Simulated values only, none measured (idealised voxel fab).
Documented hereafter: the process module known as voxel capacitor over wiring.
The figure presents cross-section cut, which has a width of 215 nm and is divided into square cells with an edge length of 5 nm.
A cross-section is a grid of square cells, given in bands from the top down. A band is one or more rows of cells.
Band entry format. Leading values: height of top, height of bottom, nm. Remainder: materials in left-to-right order, each with its width in nm. Special words: "everywhere" on a single material, which then fills the band edge to edge; "air", empty space.
Measure heights from 0. That's the level where, below it, the as-received wafer is all one material. The lowest band is bottomless and extends downward; write it as in "top 0, no bottom".
So if you see something like "30 to 40" for the width, read it as the top row of the band sitting at the first number and the bottom row at the second, with every row in between moving by the same amount as the last.
For the purposes of this document, the phrase "same as before" attached to a step denotes that no cell within the cross-section was modified by that step.
For the entry "Cavities, closed", the listed items are empty spaces with no open way to the top whose size is 8 cells or more; each item follows the pattern width x height at distance, where distance is from the left edge and all three are in nm.
The remark found on a step's line after its settings is issued by the simulator itself and pertains to that step.
overlay nm: right-of-plan distance of the mask on a masked step; negative values mean left-of-plan.

# The following list gives the planned process steps
1. RECEIVE,material Si
2. CONFORMAL_DEP,material SiO2,thk nm 15
3. CONFORMAL_DEP,material SiN,thk nm 5
4. DIRECTIONAL_DEP,material lowk,thk nm 20
5. MASKED_ETCH,tone open,mask id METAL_1,width nm 25,pitch nm 95,etch materials lowk,depth nm 20,overlay nm 0
6. MASKED_ETCH,tone open,mask id METAL_1,width nm 25,pitch nm 95,etch materials SiN,depth nm 5,overlay nm 0
7. CONFORMAL_DEP,material TiN,thk nm 5
8. FILL_DEP,material W,thk nm 5
9. CMP,height nm 40
10. EPI,material Ru,thk nm 5
11. FILL_DEP,material SiCN,thk nm 5
12. DIRECTIONAL_DEP,material SiO2,thk nm 5
13. PATTERN,tone open,mask id PLUG_1,material resist,width nm 15,thk nm 15,overlay nm 0
14. DIRECTIONAL_ETCH,etch materials SiO2,depth nm 10
15. DIRECTIONAL_ETCH,etch materials SiCN,depth nm 5
16. STRIP,etch materials resist
17. CONFORMAL_DEP,material TiN,thk nm 5
18. FILL_DEP,material Ru,thk nm 5
19. CMP,height nm 60
20. DIRECTIONAL_DEP,material TiN,thk nm 10
21. DIRECTIONAL_DEP,material HfO2,thk nm 5
22. DIRECTIONAL_DEP,material TiN,thk nm 10
23. DIRECTIONAL_DEP,material aC,thk nm 10
24. PATTERN,tone cover,mask id UPPER_PLATE,material resist,width nm 75,thk nm 25,overlay nm 0
25. DIRECTIONAL_ETCH,etch materials aC,depth nm 10
26. STRIP,etch materials resist
27. DIRECTIONAL_ETCH,etch materials TiN,depth nm 10
28. DIRECTIONAL_ETCH,etch materials HfO2,depth nm 5
29. STRIP,etch materials aC
30. MASKED_ETCH,tone cover,mask id LOWER_PLATE,width nm 85,etch materials TiN,depth nm 10,overlay nm 0
31. FILL_DEP,material SiO2,thk nm 20
32. CMP,height nm 100
33. PATTERN,tone open,mask id PLUG_2,material resist,width nm 15,thk nm 20,overlay nm 0
34. DIRECTIONAL_ETCH,etch materials SiO2,depth nm 15
35. STRIP,etch materials resist
36. CONFORMAL_DEP,material TiN,thk nm 5
37. FILL_DEP,material Ru,thk nm 5
38. CMP,height nm 100
39. CONFORMAL_DEP,material SiN,thk nm 5
It is noted that the wafers described herein are identical at the outset and are distinguished by the thk nm of step 12; the value stated in the plan corresponds to the first wafer.

# After step 1, as received: first of several wafers, cross-section
  top 0, no bottom: Si everywhere
  Cavities, closed: none

# Where each wafer stands at the end of the module, a row apiece: cells of each material gained (+) or lost (-) since it was received, then closed voids
thk nm 5, +15 HfO2, +18 Ru, +69 SiCN, +76 SiN, +425 SiO2, +144 TiN, +24 W, +132 lowk, Cavities, closed: none
thk nm 10, +15 HfO2, +18 Ru, +69 SiCN, +76 SiN, +465 SiO2, +104 TiN, +24 W, +132 lowk, Cavities, closed: none
thk nm 15, +15 HfO2, +16 Ru, +72 SiCN, +76 SiN, +468 SiO2, +100 TiN, +24 W, +132 lowk, Cavities, closed: none
thk nm 20, +15 HfO2, +16 Ru, +72 SiCN, +76 SiN, +471 SiO2, +97 TiN, +24 W, +132 lowk, Cavities, closed: none
thk nm 25, +15 HfO2, +16 Ru, +72 SiCN, +76 SiN, +471 SiO2, +97 TiN, +24 W, +132 lowk, Cavities, closed: none
